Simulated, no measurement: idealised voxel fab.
process module | voxel air gaps
cross-section cut | 240 nm wide | cells 5 nm
A cross-section is a grid of square cells, given in bands from the top down. A band is one or more rows of cells.
Each band's line starts with the height of the band's top and of its bottom, in nm. Then come its materials from left to right, each with its width in nm. One material with "throughout" fills the band from edge to edge. "air" is empty space.
Height 0 is the level under which the wafer as received is all one material. The lowest band goes on downwards, as in "0 down".
A width such as "30 to 40" changes by the same amount from each row of cells to the next, from the band's top row to its bottom row.
"no change" after a step means that no cell of the cross-section changed.
closed voids: empty space of 8 cells or more with no open way to the top, each as width x height at its distance from the left edge, in nm
after a step's settings: what the simulator itself notes on the step
overlay nm, on a step with a mask: how far to the right of its planned place the mask lay; to the left if negative
Each pair below shows a cross-section before one step and the cross-section after it, down to the lowest band that changed. The line under each pair gives the step between them, with its settings. The pairs can come from different runs of this module on the same starting wafer, so a pair continues from the pair above only where its "before" says so.
before
  0 down: Si throughout
  closed voids: none
after
  15 to 0: SiO2 throughout
  below 0: unchanged
  closed voids: none
the step between: op CONFORMAL_DEP | material SiO2 | thk nm 15
before: the cross-section after the pair above
after
  20 to 15: SiCN throughout
  below 15: unchanged
  closed voids: none
the step between: op CONFORMAL_DEP | material SiCN | thk nm 5
before: the cross-section after the pair above
after
  50 to 20: SiO2 throughout
  below 20: unchanged
  closed voids: none
the step between: op DIRECTIONAL_DEP | material SiO2 | thk nm 30
before: the cross-section after the pair above
after
  70 to 50: resist 40 | air 20 | resist 25 | air 20 | resist 25 | air 20 | resist 25 | air 20 | resist 45
  below 50: unchanged
  closed voids: none
the step between: op PATTERN | tone open | mask id LINES | material resist | width nm 20 | pitch nm 45 | thk nm 20 | overlay nm 0
before: the cross-section after the pair above
after
  70 to 50: resist 40 | air 20 | resist 25 | air 20 | resist 25 | air 20 | resist 25 | air 20 | resist 45
  50 to 20: SiO2 40 | air 20 | SiO2 25 | air 20 | SiO2 25 | air 20 | SiO2 25 | air 20 | SiO2 45
  below 20: unchanged
  closed voids: none
the step between: op DIRECTIONAL_ETCH | etch materials SiO2 | depth nm 30
before: the cross-section after the pair above
after
  50 to 20: SiO2 40 | air 20 | SiO2 25 | air 20 | SiO2 25 | air 20 | SiO2 25 | air 20 | SiO2 45
  below 20: unchanged
  closed voids: none
the step between: op STRIP | etch materials resist
before: the cross-section after the pair above
after
  55 to 50: TiN 45 | air 10 | TiN 35 | air 10 | TiN 35 | air 10 | TiN 35 | air 10 | TiN 50
  50 to 25: SiO2 40 | TiN 5 | air 10 | TiN 5 | SiO2 25 | TiN 5 | air 10 | TiN 5 | SiO2 25 | TiN 5 | air 10 | TiN 5 | SiO2 25 | TiN 5 | air 10 | TiN 5 | SiO2 45
  25 to 20: SiO2 40 | TiN 20 | SiO2 25 | TiN 20 | SiO2 25 | TiN 20 | SiO2 25 | TiN 20 | SiO2 45
  below 20: unchanged
  closed voids: none
the step between: op CONFORMAL_DEP | material TiN | thk nm 5
before: the cross-section after the pair above
after
  65 to 55: W throughout
  55 to 50: TiN 45 | W 10 | TiN 35 | W 10 | TiN 35 | W 10 | TiN 35 | W 10 | TiN 50
  50 to 25: SiO2 40 | TiN 5 | W 10 | TiN 5 | SiO2 25 | TiN 5 | W 10 | TiN 5 | SiO2 25 | TiN 5 | W 10 | TiN 5 | SiO2 25 | TiN 5 | W 10 | TiN 5 | SiO2 45
  below 25: unchanged
  closed voids: none
the step between: op FILL_DEP | material W | thk nm 10
before: the cross-section after the pair above
after
  50 to 25: SiO2 40 | TiN 5 | W 10 | TiN 5 | SiO2 25 | TiN 5 | W 10 | TiN 5 | SiO2 25 | TiN 5 | W 10 | TiN 5 | SiO2 25 | TiN 5 | W 10 | TiN 5 | SiO2 45
  below 25: unchanged
  closed voids: none
the step between: op CMP | height nm 50
before: the cross-section after the pair above
after
  60 to 50: air 30 | Ru 40 | air 5 | Ru 40 | air 5 | Ru 40 | air 5 | Ru 40 | air 35
  below 50: unchanged
  closed voids: none
the step between: op EPI | material Ru | thk nm 10
before: the cross-section after the pair above
after
  60 to 50: air 30 | Ru 40 | air 5 | Ru 40 | air 5 | Ru 40 | air 5 | Ru 40 | air 35
  50 to 25: air 40 | TiN 5 | W 10 | TiN 5 | air 25 | TiN 5 | W 10 | TiN 5 | air 25 | TiN 5 | W 10 | TiN 5 | air 25 | TiN 5 | W 10 | TiN 5 | air 45
  25 to 20: air 40 | TiN 20 | air 25 | TiN 20 | air 25 | TiN 20 | air 25 | TiN 20 | air 45
  below 20: unchanged
  closed voids: none
the step between: op SELECTIVE_ETCH | etch materials SiO2 | depth nm 40
before: the cross-section after the pair above
after
  65 to 60: air 25 | SiCN 185 | air 30
  60 to 50: air 25 | SiCN 5 | Ru 40 | SiCN 5 | Ru 40 | SiCN 5 | Ru 40 | SiCN 5 | Ru 40 | SiCN 5 | air 30
  50 to 45: air 25 | SiCN 15 | TiN 5 | W 10 | TiN 5 | SiCN 25 | TiN 5 | W 10 | TiN 5 | SiCN 25 | TiN 5 | W 10 | TiN 5 | SiCN 25 | TiN 5 | W 10 | TiN 5 | SiCN 15 | air 30
  45 to 25: air 35 | SiCN 5 | TiN 5 | W 10 | TiN 5 | SiCN 5 | air 15 | SiCN 5 | TiN 5 | W 10 | TiN 5 | SiCN 5 | air 15 | SiCN 5 | TiN 5 | W 10 | TiN 5 | SiCN 5 | air 15 | SiCN 5 | TiN 5 | W 10 | TiN 5 | SiCN 5 | air 40
  25 to 20: SiCN 40 | TiN 20 | SiCN 25 | TiN 20 | SiCN 25 | TiN 20 | SiCN 25 | TiN 20 | SiCN 45
  below 20: unchanged
  closed voids: 15 x 20 at 65; 15 x 20 at 110; 15 x 20 at 155
the step between: op CONFORMAL_DEP | material SiCN | thk nm 5
before
  65 to 55: W throughout
  55 to 50: TiN 45 | W 10 | TiN 35 | W 10 | TiN 35 | W 10 | TiN 35 | W 10 | TiN 50
  50 to 25: SiO2 40 | TiN 5 | W 10 | TiN 5 | SiO2 25 | TiN 5 | W 10 | TiN 5 | SiO2 25 | TiN 5 | W 10 | TiN 5 | SiO2 25 | TiN 5 | W 10 | TiN 5 | SiO2 45
  25 to 20: SiO2 40 | TiN 20 | SiO2 25 | TiN 20 | SiO2 25 | TiN 20 | SiO2 25 | TiN 20 | SiO2 45
  20 to 15: SiCN throughout
  15 to 0: SiO2 throughout
  0 down: Si throughout
  closed voids: none
after
  75 to 65: Ru throughout
  below 65: unchanged
  closed voids: none
the step between: op EPI | material Ru | thk nm 10
before: the cross-section after the pair above
after
  80 to 75: SiCN throughout
  below 75: unchanged
  closed voids: none
the step between: op CONFORMAL_DEP | material SiCN | thk nm 5
before
  60 to 50: air 30 | Ru 40 | air 5 | Ru 40 | air 5 | Ru 40 | air 5 | Ru 40 | air 35
  50 to 25: SiO2 40 | TiN 5 | W 10 | TiN 5 | SiO2 25 | TiN 5 | W 10 | TiN 5 | SiO2 25 | TiN 5 | W 10 | TiN 5 | SiO2 25 | TiN 5 | W 10 | TiN 5 | SiO2 45
  25 to 20: SiO2 40 | TiN 20 | SiO2 25 | TiN 20 | SiO2 25 | TiN 20 | SiO2 25 | TiN 20 | SiO2 45
  20 to 15: SiCN throughout
  15 to 0: SiO2 throughout
  0 down: Si throughout
  closed voids: none
after
  70 to 50: air 20 | Ru 195 | air 25
  below 50: unchanged
  closed voids: none
the step between: op EPI | material Ru | thk nm 10
before: the cross-section after the pair above
after
  70 to 50: air 20 | Ru 195 | air 25
  50 to 25: air 40 | TiN 5 | W 10 | TiN 5 | SiO2 25 | TiN 5 | W 10 | TiN 5 | SiO2 25 | TiN 5 | W 10 | TiN 5 | SiO2 25 | TiN 5 | W 10 | TiN 5 | air 45
  25 to 20: air 40 | TiN 20 | SiO2 25 | TiN 20 | SiO2 25 | TiN 20 | SiO2 25 | TiN 20 | air 45
  below 20: unchanged
  closed voids: none
the step between: op SELECTIVE_ETCH | etch materials SiO2 | depth nm 40
before: the cross-section after the pair above
after
  75 to 70: air 15 | SiCN 205 | air 20
  70 to 50: air 15 | SiCN 5 | Ru 195 | SiCN 5 | air 20
  50 to 45: air 15 | SiCN 25 | TiN 5 | W 10 | TiN 5 | SiO2 25 | TiN 5 | W 10 | TiN 5 | SiO2 25 | TiN 5 | W 10 | TiN 5 | SiO2 25 | TiN 5 | W 10 | TiN 5 | SiCN 25 | air 20
  45 to 25: air 35 | SiCN 5 | TiN 5 | W 10 | TiN 5 | SiO2 25 | TiN 5 | W 10 | TiN 5 | SiO2 25 | TiN 5 | W 10 | TiN 5 | SiO2 25 | TiN 5 | W 10 | TiN 5 | SiCN 5 | air 40
  25 to 20: SiCN 40 | TiN 20 | SiO2 25 | TiN 20 | SiO2 25 | TiN 20 | SiO2 25 | TiN 20 | SiCN 45
  below 20: unchanged
  closed voids: none
the step between: op CONFORMAL_DEP | material SiCN | thk nm 5
before
  50 to 25: SiO2 40 | TiN 5 | W 10 | TiN 5 | SiO2 25 | TiN 5 | W 10 | TiN 5 | SiO2 25 | TiN 5 | W 10 | TiN 5 | SiO2 25 | TiN 5 | W 10 | TiN 5 | SiO2 45
  25 to 20: SiO2 40 | TiN 20 | SiO2 25 | TiN 20 | SiO2 25 | TiN 20 | SiO2 25 | TiN 20 | SiO2 45
  20 to 15: SiCN throughout
  15 to 0: SiO2 throughout
  0 down: Si throughout
  closed voids: none
after
  50 to 25: air 40 | TiN 5 | W 10 | TiN 5 | air 25 | TiN 5 | W 10 | TiN 5 | air 25 | TiN 5 | W 10 | TiN 5 | air 25 | TiN 5 | W 10 | TiN 5 | air 45
  25 to 20: air 40 | TiN 20 | air 25 | TiN 20 | air 25 | TiN 20 | air 25 | TiN 20 | air 45
  below 20: unchanged
  closed voids: none
the step between: op SELECTIVE_ETCH | etch materials SiO2 | depth nm 40
before: the cross-section after the pair above
after
  60 to 50: air 30 | Ru 40 | air 5 | Ru 40 | air 5 | Ru 40 | air 5 | Ru 40 | air 35
  50 to 25: air 30 | Ru 10 | TiN 5 | W 10 | TiN 5 | Ru 10 | air 5 | Ru 10 | TiN 5 | W 10 | TiN 5 | Ru 10 | air 5 | Ru 10 | TiN 5 | W 10 | TiN 5 | Ru 10 | air 5 | Ru 10 | TiN 5 | W 10 | TiN 5 | Ru 10 | air 35
  25 to 20: air 30 | Ru 10 | TiN 20 | Ru 10 | air 5 | Ru 10 | TiN 20 | Ru 10 | air 5 | Ru 10 | TiN 20 | Ru 10 | air 5 | Ru 10 | TiN 20 | Ru 10 | air 35
  below 20: unchanged
  closed voids: none
the step between: op EPI | material Ru | thk nm 10
before: the cross-section after the pair above
after
  65 to 60: air 25 | SiCN 185 | air 30
  60 to 50: air 25 | SiCN 5 | Ru 40 | SiCN 5 | Ru 40 | SiCN 5 | Ru 40 | SiCN 5 | Ru 40 | SiCN 5 | air 30
  50 to 25: air 25 | SiCN 5 | Ru 10 | TiN 5 | W 10 | TiN 5 | Ru 10 | SiCN 5 | Ru 10 | TiN 5 | W 10 | TiN 5 | Ru 10 | SiCN 5 | Ru 10 | TiN 5 | W 10 | TiN 5 | Ru 10 | SiCN 5 | Ru 10 | TiN 5 | W 10 | TiN 5 | Ru 10 | SiCN 5 | air 30
  25 to 20: SiCN 30 | Ru 10 | TiN 20 | Ru 10 | SiCN 5 | Ru 10 | TiN 20 | Ru 10 | SiCN 5 | Ru 10 | TiN 20 | Ru 10 | SiCN 5 | Ru 10 | TiN 20 | Ru 10 | SiCN 35
  below 20: unchanged
  closed voids: none
the step between: op CONFORMAL_DEP | material SiCN | thk nm 5
before
  65 to 55: W throughout
  55 to 50: TiN 45 | W 10 | TiN 35 | W 10 | TiN 35 | W 10 | TiN 35 | W 10 | TiN 50
  50 to 25: SiO2 40 | TiN 5 | W 10 | TiN 5 | SiO2 25 | TiN 5 | W 10 | TiN 5 | SiO2 25 | TiN 5 | W 10 | TiN 5 | SiO2 25 | TiN 5 | W 10 | TiN 5 | SiO2 45
  25 to 20: SiO2 40 | TiN 20 | SiO2 25 | TiN 20 | SiO2 25 | TiN 20 | SiO2 25 | TiN 20 | SiO2 45
  20 to 15: SiCN throughout
  15 to 0: SiO2 throughout
  0 down: Si throughout
  closed voids: none
after
  40 to 25: SiO2 40 | TiN 5 | W 10 | TiN 5 | SiO2 25 | TiN 5 | W 10 | TiN 5 | SiO2 25 | TiN 5 | W 10 | TiN 5 | SiO2 25 | TiN 5 | W 10 | TiN 5 | SiO2 45
  below 25: unchanged
  closed voids: none
the step between: op CMP | height nm 40
before: the cross-section after the pair above
after
  50 to 40: air 30 | Ru 40 | air 5 | Ru 40 | air 5 | Ru 40 | air 5 | Ru 40 | air 35
  below 40: unchanged
  closed voids: none
the step between: op EPI | material Ru | thk nm 10
before: the cross-section after the pair above
after
  50 to 40: air 30 | Ru 40 | air 5 | Ru 40 | air 5 | Ru 40 | air 5 | Ru 40 | air 35
  40 to 25: air 40 | TiN 5 | W 10 | TiN 5 | air 25 | TiN 5 | W 10 | TiN 5 | air 25 | TiN 5 | W 10 | TiN 5 | air 25 | TiN 5 | W 10 | TiN 5 | air 45
  25 to 20: air 40 | TiN 20 | air 25 | TiN 20 | air 25 | TiN 20 | air 25 | TiN 20 | air 45
  below 20: unchanged
  closed voids: none
the step between: op SELECTIVE_ETCH | etch materials SiO2 | depth nm 40
before: the cross-section after the pair above
after
  55 to 50: air 25 | SiCN 185 | air 30
  50 to 40: air 25 | SiCN 5 | Ru 40 | SiCN 5 | Ru 40 | SiCN 5 | Ru 40 | SiCN 5 | Ru 40 | SiCN 5 | air 30
  40 to 35: air 25 | SiCN 15 | TiN 5 | W 10 | TiN 5 | SiCN 25 | TiN 5 | W 10 | TiN 5 | SiCN 25 | TiN 5 | W 10 | TiN 5 | SiCN 25 | TiN 5 | W 10 | TiN 5 | SiCN 15 | air 30
  35 to 25: air 35 | SiCN 5 | TiN 5 | W 10 | TiN 5 | SiCN 5 | air 15 | SiCN 5 | TiN 5 | W 10 | TiN 5 | SiCN 5 | air 15 | SiCN 5 | TiN 5 | W 10 | TiN 5 | SiCN 5 | air 15 | SiCN 5 | TiN 5 | W 10 | TiN 5 | SiCN 5 | air 40
  25 to 20: SiCN 40 | TiN 20 | SiCN 25 | TiN 20 | SiCN 25 | TiN 20 | SiCN 25 | TiN 20 | SiCN 45
  below 20: unchanged
  closed voids: none
the step between: op CONFORMAL_DEP | material SiCN | thk nm 5
before
  50 to 20: SiO2 throughout
  20 to 15: SiCN throughout
  15 to 0: SiO2 throughout
  0 down: Si throughout
  closed voids: none
after
  70 to 50: resist 40 | air 25 | resist 20 | air 25 | resist 20 | air 25 | resist 20 | air 25 | resist 40
  below 50: unchanged
  closed voids: none
the step between: op PATTERN | tone open | mask id LINES | material resist | width nm 25 | pitch nm 45 | thk nm 20 | overlay nm 0
before: the cross-section after the pair above
after
  70 to 50: resist 40 | air 25 | resist 20 | air 25 | resist 20 | air 25 | resist 20 | air 25 | resist 40
  50 to 20: SiO2 40 | air 25 | SiO2 20 | air 25 | SiO2 20 | air 25 | SiO2 20 | air 25 | SiO2 40
  below 20: unchanged
  closed voids: none
the step between: op DIRECTIONAL_ETCH | etch materials SiO2 | depth nm 30
before: the cross-section after the pair above
after
  50 to 20: SiO2 40 | air 25 | SiO2 20 | air 25 | SiO2 20 | air 25 | SiO2 20 | air 25 | SiO2 40
  below 20: unchanged
  closed voids: none
the step between: op STRIP | etch materials resist
before: the cross-section after the pair above
after
  55 to 50: TiN 45 | air 15 | TiN 30 | air 15 | TiN 30 | air 15 | TiN 30 | air 15 | TiN 45
  50 to 25: SiO2 40 | TiN 5 | air 15 | TiN 5 | SiO2 20 | TiN 5 | air 15 | TiN 5 | SiO2 20 | TiN 5 | air 15 | TiN 5 | SiO2 20 | TiN 5 | air 15 | TiN 5 | SiO2 40
  25 to 20: SiO2 40 | TiN 25 | SiO2 20 | TiN 25 | SiO2 20 | TiN 25 | SiO2 20 | TiN 25 | SiO2 40
  below 20: unchanged
  closed voids: none
the step between: op CONFORMAL_DEP | material TiN | thk nm 5
before: the cross-section after the pair above
after
  65 to 55: W throughout
  55 to 50: TiN 45 | W 15 | TiN 30 | W 15 | TiN 30 | W 15 | TiN 30 | W 15 | TiN 45
  50 to 25: SiO2 40 | TiN 5 | W 15 | TiN 5 | SiO2 20 | TiN 5 | W 15 | TiN 5 | SiO2 20 | TiN 5 | W 15 | TiN 5 | SiO2 20 | TiN 5 | W 15 | TiN 5 | SiO2 40
  below 25: unchanged
  closed voids: none
the step between: op FILL_DEP | material W | thk nm 10
before: the cross-section after the pair above
after
  50 to 25: SiO2 40 | TiN 5 | W 15 | TiN 5 | SiO2 20 | TiN 5 | W 15 | TiN 5 | SiO2 20 | TiN 5 | W 15 | TiN 5 | SiO2 20 | TiN 5 | W 15 | TiN 5 | SiO2 40
  below 25: unchanged
  closed voids: none
the step between: op CMP | height nm 50
before: the cross-section after the pair above
after
  60 to 50: air 30 | Ru 180 | air 30
  below 50: unchanged
  closed voids: none
the step between: op EPI | material Ru | thk nm 10
before: the cross-section after the pair above
after
  60 to 50: air 30 | Ru 180 | air 30
  50 to 25: air 40 | TiN 5 | W 15 | TiN 5 | SiO2 20 | TiN 5 | W 15 | TiN 5 | SiO2 20 | TiN 5 | W 15 | TiN 5 | SiO2 20 | TiN 5 | W 15 | TiN 5 | air 40
  25 to 20: air 40 | TiN 25 | SiO2 20 | TiN 25 | SiO2 20 | TiN 25 | SiO2 20 | TiN 25 | air 40
  below 20: unchanged
  closed voids: none
the step between: op SELECTIVE_ETCH | etch materials SiO2 | depth nm 40
before: the cross-section after the pair above
after
  65 to 60: air 25 | SiCN 190 | air 25
  60 to 50: air 25 | SiCN 5 | Ru 180 | SiCN 5 | air 25
  50 to 45: air 25 | SiCN 15 | TiN 5 | W 15 | TiN 5 | SiO2 20 | TiN 5 | W 15 | TiN 5 | SiO2 20 | TiN 5 | W 15 | TiN 5 | SiO2 20 | TiN 5 | W 15 | TiN 5 | SiCN 15 | air 25
  45 to 25: air 35 | SiCN 5 | TiN 5 | W 15 | TiN 5 | SiO2 20 | TiN 5 | W 15 | TiN 5 | SiO2 20 | TiN 5 | W 15 | TiN 5 | SiO2 20 | TiN 5 | W 15 | TiN 5 | SiCN 5 | air 35
  25 to 20: SiCN 40 | TiN 25 | SiO2 20 | TiN 25 | SiO2 20 | TiN 25 | SiO2 20 | TiN 25 | SiCN 40
  below 20: unchanged
  closed voids: none
the step between: op CONFORMAL_DEP | material SiCN | thk nm 5
before
  50 to 20: SiO2 throughout
  20 to 15: SiCN throughout
  15 to 0: SiO2 throughout
  0 down: Si throughout
  closed voids: none
after
  70 to 50: resist 45 | air 20 | resist 25 | air 20 | resist 25 | air 20 | resist 25 | air 20 | resist 40
  below 50: unchanged
  closed voids: none
the step between: op PATTERN | tone open | mask id LINES | material resist | width nm 20 | pitch nm 45 | thk nm 20 | overlay nm 5
before: the cross-section after the pair above
after
  70 to 50: resist 45 | air 20 | resist 25 | air 20 | resist 25 | air 20 | resist 25 | air 20 | resist 40
  50 to 20: SiO2 45 | air 20 | SiO2 25 | air 20 | SiO2 25 | air 20 | SiO2 25 | air 20 | SiO2 40
  below 20: unchanged
  closed voids: none
the step between: op DIRECTIONAL_ETCH | etch materials SiO2 | depth nm 30
before: the cross-section after the pair above
after
  50 to 20: SiO2 45 | air 20 | SiO2 25 | air 20 | SiO2 25 | air 20 | SiO2 25 | air 20 | SiO2 40
  below 20: unchanged
  closed voids: none
the step between: op STRIP | etch materials resist
before: the cross-section after the pair above
after
  55 to 50: TiN 50 | air 10 | TiN 35 | air 10 | TiN 35 | air 10 | TiN 35 | air 10 | TiN 45
  50 to 25: SiO2 45 | TiN 5 | air 10 | TiN 5 | SiO2 25 | TiN 5 | air 10 | TiN 5 | SiO2 25 | TiN 5 | air 10 | TiN 5 | SiO2 25 | TiN 5 | air 10 | TiN 5 | SiO2 40
  25 to 20: SiO2 45 | TiN 20 | SiO2 25 | TiN 20 | SiO2 25 | TiN 20 | SiO2 25 | TiN 20 | SiO2 40
  below 20: unchanged
  closed voids: none
the step between: op CONFORMAL_DEP | material TiN | thk nm 5
before: the cross-section after the pair above
after
  65 to 55: W throughout
  55 to 50: TiN 50 | W 10 | TiN 35 | W 10 | TiN 35 | W 10 | TiN 35 | W 10 | TiN 45
  50 to 25: SiO2 45 | TiN 5 | W 10 | TiN 5 | SiO2 25 | TiN 5 | W 10 | TiN 5 | SiO2 25 | TiN 5 | W 10 | TiN 5 | SiO2 25 | TiN 5 | W 10 | TiN 5 | SiO2 40
  below 25: unchanged
  closed voids: none
the step between: op FILL_DEP | material W | thk nm 10
before: the cross-section after the pair above
after
  50 to 25: SiO2 45 | TiN 5 | W 10 | TiN 5 | SiO2 25 | TiN 5 | W 10 | TiN 5 | SiO2 25 | TiN 5 | W 10 | TiN 5 | SiO2 25 | TiN 5 | W 10 | TiN 5 | SiO2 40
  below 25: unchanged
  closed voids: none
the step between: op CMP | height nm 50
before: the cross-section after the pair above
after
  60 to 50: air 35 | Ru 40 | air 5 | Ru 40 | air 5 | Ru 40 | air 5 | Ru 40 | air 30
  below 50: unchanged
  closed voids: none
the step between: op EPI | material Ru | thk nm 10
before: the cross-section after the pair above
after
  60 to 50: air 35 | Ru 40 | air 5 | Ru 40 | air 5 | Ru 40 | air 5 | Ru 40 | air 30
  50 to 25: air 45 | TiN 5 | W 10 | TiN 5 | air 25 | TiN 5 | W 10 | TiN 5 | air 25 | TiN 5 | W 10 | TiN 5 | air 25 | TiN 5 | W 10 | TiN 5 | air 40
  25 to 20: air 45 | TiN 20 | air 25 | TiN 20 | air 25 | TiN 20 | air 25 | TiN 20 | air 40
  below 20: unchanged
  closed voids: none
the step between: op SELECTIVE_ETCH | etch materials SiO2 | depth nm 40
before: the cross-section after the pair above
after
  65 to 60: air 30 | SiCN 185 | air 25
  60 to 50: air 30 | SiCN 5 | Ru 40 | SiCN 5 | Ru 40 | SiCN 5 | Ru 40 | SiCN 5 | Ru 40 | SiCN 5 | air 25
  50 to 45: air 30 | SiCN 15 | TiN 5 | W 10 | TiN 5 | SiCN 25 | TiN 5 | W 10 | TiN 5 | SiCN 25 | TiN 5 | W 10 | TiN 5 | SiCN 25 | TiN 5 | W 10 | TiN 5 | SiCN 15 | air 25
  45 to 25: air 40 | SiCN 5 | TiN 5 | W 10 | TiN 5 | SiCN 5 | air 15 | SiCN 5 | TiN 5 | W 10 | TiN 5 | SiCN 5 | air 15 | SiCN 5 | TiN 5 | W 10 | TiN 5 | SiCN 5 | air 15 | SiCN 5 | TiN 5 | W 10 | TiN 5 | SiCN 5 | air 35
  25 to 20: SiCN 45 | TiN 20 | SiCN 25 | TiN 20 | SiCN 25 | TiN 20 | SiCN 25 | TiN 20 | SiCN 40
  below 20: unchanged
  closed voids: 15 x 20 at 70; 15 x 20 at 115; 15 x 20 at 160
the step between: op CONFORMAL_DEP | material SiCN | thk nm 5
before
  55 to 50: TiN 45 | air 10 | TiN 35 | air 10 | TiN 35 | air 10 | TiN 35 | air 10 | TiN 50
  50 to 25: SiO2 40 | TiN 5 | air 10 | TiN 5 | SiO2 25 | TiN 5 | air 10 | TiN 5 | SiO2 25 | TiN 5 | air 10 | TiN 5 | SiO2 25 | TiN 5 | air 10 | TiN 5 | SiO2 45
  25 to 20: SiO2 40 | TiN 20 | SiO2 25 | TiN 20 | SiO2 25 | TiN 20 | SiO2 25 | TiN 20 | SiO2 45
  20 to 15: SiCN throughout
  15 to 0: SiO2 throughout
  0 down: Si throughout
  closed voids: none
after
  65 to 55: SiCN throughout
  55 to 50: TiN 45 | SiCN 10 | TiN 35 | SiCN 10 | TiN 35 | SiCN 10 | TiN 35 | SiCN 10 | TiN 50
  50 to 25: SiO2 40 | TiN 5 | SiCN 10 | TiN 5 | SiO2 25 | TiN 5 | SiCN 10 | TiN 5 | SiO2 25 | TiN 5 | SiCN 10 | TiN 5 | SiO2 25 | TiN 5 | SiCN 10 | TiN 5 | SiO2 45
  below 25: unchanged
  closed voids: none
the step between: op FILL_DEP | material SiCN | thk nm 10
before: the cross-section after the pair above
after
  50 to 25: SiO2 40 | TiN 5 | SiCN 10 | TiN 5 | SiO2 25 | TiN 5 | SiCN 10 | TiN 5 | SiO2 25 | TiN 5 | SiCN 10 | TiN 5 | SiO2 25 | TiN 5 | SiCN 10 | TiN 5 | SiO2 45
  below 25: unchanged
  closed voids: none
the step between: op CMP | height nm 50
before: the cross-section after the pair above
after
  60 to 50: air 30 | Ru 40 | air 5 | Ru 40 | air 5 | Ru 40 | air 5 | Ru 40 | air 35
  below 50: unchanged
  closed voids: none
the step between: op EPI | material Ru | thk nm 10
before: the cross-section after the pair above
after
  60 to 50: air 30 | Ru 40 | air 5 | Ru 40 | air 5 | Ru 40 | air 5 | Ru 40 | air 35
  50 to 25: air 40 | TiN 5 | SiCN 10 | TiN 5 | air 25 | TiN 5 | SiCN 10 | TiN 5 | air 25 | TiN 5 | SiCN 10 | TiN 5 | air 25 | TiN 5 | SiCN 10 | TiN 5 | air 45
  25 to 20: air 40 | TiN 20 | air 25 | TiN 20 | air 25 | TiN 20 | air 25 | TiN 20 | air 45
  below 20: unchanged
  closed voids: none
the step between: op SELECTIVE_ETCH | etch materials SiO2 | depth nm 40
before: the cross-section after the pair above
after
  65 to 60: air 25 | SiCN 185 | air 30
  60 to 50: air 25 | SiCN 5 | Ru 40 | SiCN 5 | Ru 40 | SiCN 5 | Ru 40 | SiCN 5 | Ru 40 | SiCN 5 | air 30
  50 to 45: air 25 | SiCN 15 | TiN 5 | SiCN 10 | TiN 5 | SiCN 25 | TiN 5 | SiCN 10 | TiN 5 | SiCN 25 | TiN 5 | SiCN 10 | TiN 5 | SiCN 25 | TiN 5 | SiCN 10 | TiN 5 | SiCN 15 | air 30
  45 to 25: air 35 | SiCN 5 | TiN 5 | SiCN 10 | TiN 5 | SiCN 5 | air 15 | SiCN 5 | TiN 5 | SiCN 10 | TiN 5 | SiCN 5 | air 15 | SiCN 5 | TiN 5 | SiCN 10 | TiN 5 | SiCN 5 | air 15 | SiCN 5 | TiN 5 | SiCN 10 | TiN 5 | SiCN 5 | air 40
  25 to 20: SiCN 40 | TiN 20 | SiCN 25 | TiN 20 | SiCN 25 | TiN 20 | SiCN 25 | TiN 20 | SiCN 45
  below 20: unchanged
  closed voids: 15 x 20 at 65; 15 x 20 at 110; 15 x 20 at 155
the step between: op CONFORMAL_DEP | material SiCN | thk nm 5
before
  50 to 20: SiO2 throughout
  20 to 15: SiCN throughout
  15 to 0: SiO2 throughout
  0 down: Si throughout
  closed voids: none
after
  70 to 50: air 40 | resist 20 | air 25 | resist 20 | air 25 | resist 20 | air 25 | resist 20 | air 45
  below 50: unchanged
  closed voids: none
the step between: op PATTERN | tone cover | mask id LINES | material resist | width nm 20 | pitch nm 45 | thk nm 20 | overlay nm 0
before: the cross-section after the pair above
after
  70 to 50: air 40 | resist 20 | air 25 | resist 20 | air 25 | resist 20 | air 25 | resist 20 | air 45
  50 to 20: air 40 | SiO2 20 | air 25 | SiO2 20 | air 25 | SiO2 20 | air 25 | SiO2 20 | air 45
  below 20: unchanged
  closed voids: none
the step between: op DIRECTIONAL_ETCH | etch materials SiO2 | depth nm 30
before: the cross-section after the pair above
after
  50 to 20: air 40 | SiO2 20 | air 25 | SiO2 20 | air 25 | SiO2 20 | air 25 | SiO2 20 | air 45
  below 20: unchanged
  closed voids: none
the step between: op STRIP | etch materials resist
before: the cross-section after the pair above
after
  55 to 50: air 35 | TiN 30 | air 15 | TiN 30 | air 15 | TiN 30 | air 15 | TiN 30 | air 40
  50 to 25: air 35 | TiN 5 | SiO2 20 | TiN 5 | air 15 | TiN 5 | SiO2 20 | TiN 5 | air 15 | TiN 5 | SiO2 20 | TiN 5 | air 15 | TiN 5 | SiO2 20 | TiN 5 | air 40
  25 to 20: TiN 40 | SiO2 20 | TiN 25 | SiO2 20 | TiN 25 | SiO2 20 | TiN 25 | SiO2 20 | TiN 45
  below 20: unchanged
  closed voids: none
the step between: op CONFORMAL_DEP | material TiN | thk nm 5
before: the cross-section after the pair above
after
  65 to 55: W throughout
  55 to 50: W 35 | TiN 30 | W 15 | TiN 30 | W 15 | TiN 30 | W 15 | TiN 30 | W 40
  50 to 25: W 35 | TiN 5 | SiO2 20 | TiN 5 | W 15 | TiN 5 | SiO2 20 | TiN 5 | W 15 | TiN 5 | SiO2 20 | TiN 5 | W 15 | TiN 5 | SiO2 20 | TiN 5 | W 40
  below 25: unchanged
  closed voids: none
the step between: op FILL_DEP | material W | thk nm 10
before: the cross-section after the pair above
after
  50 to 25: W 35 | TiN 5 | SiO2 20 | TiN 5 | W 15 | TiN 5 | SiO2 20 | TiN 5 | W 15 | TiN 5 | SiO2 20 | TiN 5 | W 15 | TiN 5 | SiO2 20 | TiN 5 | W 40
  below 25: unchanged
  closed voids: none
the step between: op CMP | height nm 50
before: the cross-section after the pair above
after
  60 to 50: Ru throughout
  below 50: unchanged
  closed voids: none
the step between: op EPI | material Ru | thk nm 10
before: the cross-section after the pair above
after
  65 to 60: SiCN throughout
  below 60: unchanged
  closed voids: none
the step between: op CONFORMAL_DEP | material SiCN | thk nm 5
